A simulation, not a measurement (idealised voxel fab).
process module | voxel plated lines
cross-section cut | 215 nm wide | cells 5 nm
A cross-section is a grid of square cells, given in bands from the top down. A band is one or more rows of cells.
Each band's line starts with the height of the band's top and of its bottom, in nm. Then come its materials from left to right, each with its width in nm. One material with "throughout" fills the band from edge to edge. "air" is empty space.
Height 0 is the level under which the wafer as received is all one material. The lowest band goes on downwards, as in "0 down".
A width such as "30 to 40" changes by the same amount from each row of cells to the next, from the band's top row to its bottom row.
"no change" after a step means that no cell of the cross-section changed.
closed voids: empty space of 8 cells or more with no open way to the top, each as width x height at its distance from the left edge, in nm
after a step's settings: what the simulator itself notes on the step
overlay nm, on a step with a mask: how far to the right of its planned place the mask lay; to the left if negative
plan
1 op RECEIVE | material Si
2 op CONFORMAL_DEP | material SiN | thk nm 10
3 op DIRECTIONAL_DEP | material TiN | thk nm 5
4 op PATTERN | tone open | mask id LINES | material resist | width nm 25 | pitch nm 45 | thk nm 40 | overlay nm 0
5 op EPI | material Ru | thk nm 10
6 op EPI | material Ru | thk nm 10
7 op EPI | material Ru | thk nm 10
8 op STRIP | etch materials resist
9 op DIRECTIONAL_ETCH | etch materials TiN | depth nm 5
10 op CONFORMAL_DEP | material SiCN | thk nm 10
as received, after step 1
  0 down: Si throughout
  closed voids: none
a wafer at the end: this start, this plan, one mistake
  55 to 45: air 40 | SiCN 135 | air 40
  45 to 20: air 40 | SiCN 10 | Ru 25 | SiCN 20 | Ru 25 | SiCN 20 | Ru 25 | SiCN 10 | air 40
  20 to 15: SiCN 50 | Ru 25 | SiCN 20 | Ru 25 | SiCN 20 | Ru 25 | SiCN 50
  15 to 10: SiCN 50 | TiN 25 | SiCN 20 | TiN 25 | SiCN 20 | TiN 25 | SiCN 50
  10 to 0: TiN throughout
  0 down: Si throughout
  closed voids: none
what went wrong: step 2 ran as: op CONFORMAL_DEP | material TiN | thk nm 10
